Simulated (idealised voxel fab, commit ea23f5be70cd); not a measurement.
This is a process module. Its name is voxel gate over fins.
In the cross-section labelled cut, the width is 225 nm and each square cell is 5 nm.
Bands, listed from the top down, are how a cross-section gets written in this document; the cross-section itself is a grid of square cells, and a band is one or more rows of them. A band entry consists of two parts. The first gives the height of the band's top and the height of its bottom, in nm. The rest lists the band's materials from left to right, each with its width in nm. A single material labelled with the word "full width" fills the band from edge to edge, and the word "air" marks empty space. Heights are expressed relative to 0, this being the level below which the as-received wafer comprises one material exclusively. The lowest band is unbounded in the downward direction and is denoted as in "0 and below". Per-row width for "30..40": begins at first number (top row of band), ends at second number (bottom row), increment between rows held constant. "nothing altered" means the step left every cell of the cross-section as it was. Voids not open to the top, 8 cells minimum: see "Sealed void inventory". Written width x height at distance; distance is from the left edge; nm. The remark found on a step's line after its settings is issued by the simulator itself and pertains to that step. You can add "overlay nm" to a step's line. For a step with a mask, it describes how far the mask lay to the right of its planned position, and a negative number describes a lay to the left.

PROCESS STEPS (PLANNED)
| 1 | RECEIVE with material Si |
| 2 | CONFORMAL_DEP with material SiN, thk nm 5 |
| 3 | PATTERN with tone cover, mask id FINS, material resist, width nm 15, pitch nm 35, thk nm 15, overlay nm -15 |
| 4 | DIRECTIONAL_ETCH with etch materials SiN, depth nm 5 |
| 5 | DIRECTIONAL_ETCH with etch materials Si, depth nm 40 |
| 6 | STRIP with etch materials resist |
| 7 | OXIDIZE with depth nm 5 |
| 8 | FILL_DEP with material SiO2, thk nm 15 |
| 9 | CMP with height nm 5 |
| 10 | SELECTIVE_ETCH with etch materials SiO2, depth nm 20 |
| 11 | STRIP with etch materials SiN |
| 12 | CONFORMAL_DEP with material HfO2, thk nm 5 |
| 13 | CONFORMAL_DEP with material TiN, thk nm 5 |
| 14 | FILL_DEP with material W, thk nm 15 |
| 15 | CMP with height nm 20 |
| 16 | CONFORMAL_DEP with material SiCN, thk nm 5 |
The value of overlay nm given for step 3 in the plan refers to the first wafer; the wafers vary in this setting and are alike at the start.

STEP 1 COMPLETE: AS-RECEIVED CROSS-SECTION OF THE FIRST OF SEVERAL WAFERS
- 0 and below | Si full width
- Sealed void inventory: none

AFTER THE MODULE'S FINAL STEP, STEP 16: THE FIRST OF SEVERAL WAFERS IN CROSS-SECTION
- 25 down to 20 | SiCN full width
- 20 down to 10 | W full width
- 10 down to 5 | 50 W / 25 TiN / 10 W / 25 TiN / 10 W / 25 TiN / 80 W
- 5 down to 0 | 50 W / 5 TiN / 15 HfO2 / 5 TiN / 10 W / 5 TiN / 15 HfO2 / 5 TiN / 10 W / 5 TiN / 15 HfO2 / 5 TiN / 80 W
- 0 down to -5 | 50 W / 5 TiN / 5 HfO2 / 5 Si / 5 HfO2 / 5 TiN / 10 W / 5 TiN / 5 HfO2 / 5 Si / 5 HfO2 / 5 TiN / 10 W / 5 TiN / 5 HfO2 / 5 Si / 5 HfO2 / 5 TiN / 80 W
- -5 down to -10 | 55 TiN / 5 HfO2 / 5 Si / 5 HfO2 / 20 TiN / 5 HfO2 / 5 Si / 5 HfO2 / 20 TiN / 5 HfO2 / 5 Si / 5 HfO2 / 85 TiN
- -10 down to -15 | 60 HfO2 / 5 Si / 30 HfO2 / 5 Si / 30 HfO2 / 5 Si / 90 HfO2
- -15 down to -45 | 60 SiO2 / 5 Si / 30 SiO2 / 5 Si / 30 SiO2 / 5 Si / 90 SiO2
- -45 and below | Si full width
- Sealed void inventory: none

HERE'S THE LAST WAFER CROSS-SECTIONED AT THE END OF THE MODULE
- 25 down to 20 | SiCN full width
- 20 down to 10 | W full width
- 10 down to 5 | 80 W / 25 TiN / 10 W / 25 TiN / 10 W / 25 TiN / 50 W
- 5 down to 0 | 80 W / 5 TiN / 15 HfO2 / 5 TiN / 10 W / 5 TiN / 15 HfO2 / 5 TiN / 10 W / 5 TiN / 15 HfO2 / 5 TiN / 50 W
- 0 down to -5 | 80 W / 5 TiN / 5 HfO2 / 5 Si / 5 HfO2 / 5 TiN / 10 W / 5 TiN / 5 HfO2 / 5 Si / 5 HfO2 / 5 TiN / 10 W / 5 TiN / 5 HfO2 / 5 Si / 5 HfO2 / 5 TiN / 50 W
- -5 down to -10 | 85 TiN / 5 HfO2 / 5 Si / 5 HfO2 / 20 TiN / 5 HfO2 / 5 Si / 5 HfO2 / 20 TiN / 5 HfO2 / 5 Si / 5 HfO2 / 55 TiN
- -10 down to -15 | 90 HfO2 / 5 Si / 30 HfO2 / 5 Si / 30 HfO2 / 5 Si / 60 HfO2
- -15 down to -45 | 90 SiO2 / 5 Si / 30 SiO2 / 5 Si / 30 SiO2 / 5 Si / 60 SiO2
- -45 and below | Si full width
- Sealed void inventory: none

THE TABLE BELOW HAS ONE ROW FOR EACH WAFER; A ROW SHOWS, AS OF THE END OF THE MODULE, HOW MANY CELLS OF EACH MATERIAL THE WAFER HAS GAINED, MARKED (+), OR LOST, MARKED (-), SINCE IT WAS RECEIVED, AND THEN THE WAFER'S CLOSED VOIDS
overlay nm -15, +63 HfO2, -378 Si, +45 SiCN, +252 SiO2, +63 TiN, +180 W, Sealed void inventory: none
overlay nm -10, +63 HfO2, -378 Si, +45 SiCN, +252 SiO2, +63 TiN, +180 W, Sealed void inventory: none
overlay nm -5, +63 HfO2, -378 Si, +45 SiCN, +252 SiO2, +63 TiN, +180 W, Sealed void inventory: none
overlay nm 0, +63 HfO2, -378 Si, +45 SiCN, +252 SiO2, +63 TiN, +180 W, Sealed void inventory: none
overlay nm 5, +63 HfO2, -378 Si, +45 SiCN, +252 SiO2, +63 TiN, +180 W, Sealed void inventory: none
overlay nm 10, +63 HfO2, -378 Si, +45 SiCN, +252 SiO2, +63 TiN, +180 W, Sealed void inventory: none
overlay nm 15, +63 HfO2, -378 Si, +45 SiCN, +252 SiO2, +63 TiN, +180 W, Sealed void inventory: none
